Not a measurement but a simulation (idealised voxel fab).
process module | voxel fin reveal
cross-section cut | 210 nm wide | cells 5 nm
A cross-section is a grid of square cells, given in bands from the top down. A band is one or more rows of cells.
Each band's line starts with the height of the band's top and of its bottom, in nm. Then come its materials from left to right, each with its width in nm. One material with "throughout" fills the band from edge to edge. "air" is empty space.
Height 0 is the level under which the wafer as received is all one material. The lowest band goes on downwards, as in "0 down".
A width such as "30 to 40" changes by the same amount from each row of cells to the next, from the band's top row to its bottom row.
"no change" after a step means that no cell of the cross-section changed.
closed voids: empty space of 8 cells or more with no open way to the top, each as width x height at its distance from the left edge, in nm
after a step's settings: what the simulator itself notes on the step
overlay nm, on a step with a mask: how far to the right of its planned place the mask lay; to the left if negative
plan
1 op RECEIVE | material Si
2 op CONFORMAL_DEP | material SiN | thk nm 10
3 op DIRECTIONAL_DEP | material aC | thk nm 15
4 op PATTERN | tone cover | mask id FINS | material resist | width nm 15 | pitch nm 40 | thk nm 35 | overlay nm 0
5 op DIRECTIONAL_ETCH | etch materials aC | depth nm 15
6 op STRIP | etch materials resist
7 op DIRECTIONAL_ETCH | etch materials SiN | depth nm 10
8 op DIRECTIONAL_ETCH | etch materials Si | depth nm 35
9 op STRIP | etch materials aC
10 op FILL_DEP | material SiO2 | thk nm 5
11 op CMP | height nm 10
12 op SELECTIVE_ETCH | etch materials SiO2 | depth nm 30
13 op STRIP | etch materials SiN
14 op CONFORMAL_DEP | material SiO2 | thk nm 5
as received, after step 1
  0 down: Si throughout
  closed voids: none
a wafer at the end: this start, this plan, one mistake
  5 to 0: air 50 | SiO2 25 | air 15 | SiO2 25 | air 15 | SiO2 25 | air 55
  0 to -15: air 50 | SiO2 5 | Si 15 | SiO2 5 | air 15 | SiO2 5 | Si 15 | SiO2 5 | air 15 | SiO2 5 | Si 15 | SiO2 5 | air 55
  -15 to -25: SiO2 30 | air 20 | SiO2 5 | Si 15 | SiO2 5 | air 15 | SiO2 5 | Si 15 | SiO2 5 | air 15 | SiO2 5 | Si 15 | SiO2 5 | air 20 | SiO2 35
  -25 to -35: SiO2 55 | Si 15 | SiO2 25 | Si 15 | SiO2 25 | Si 15 | SiO2 60
  -35 down: Si throughout
  closed voids: none
what went wrong: steps 12 and 13 were swapped
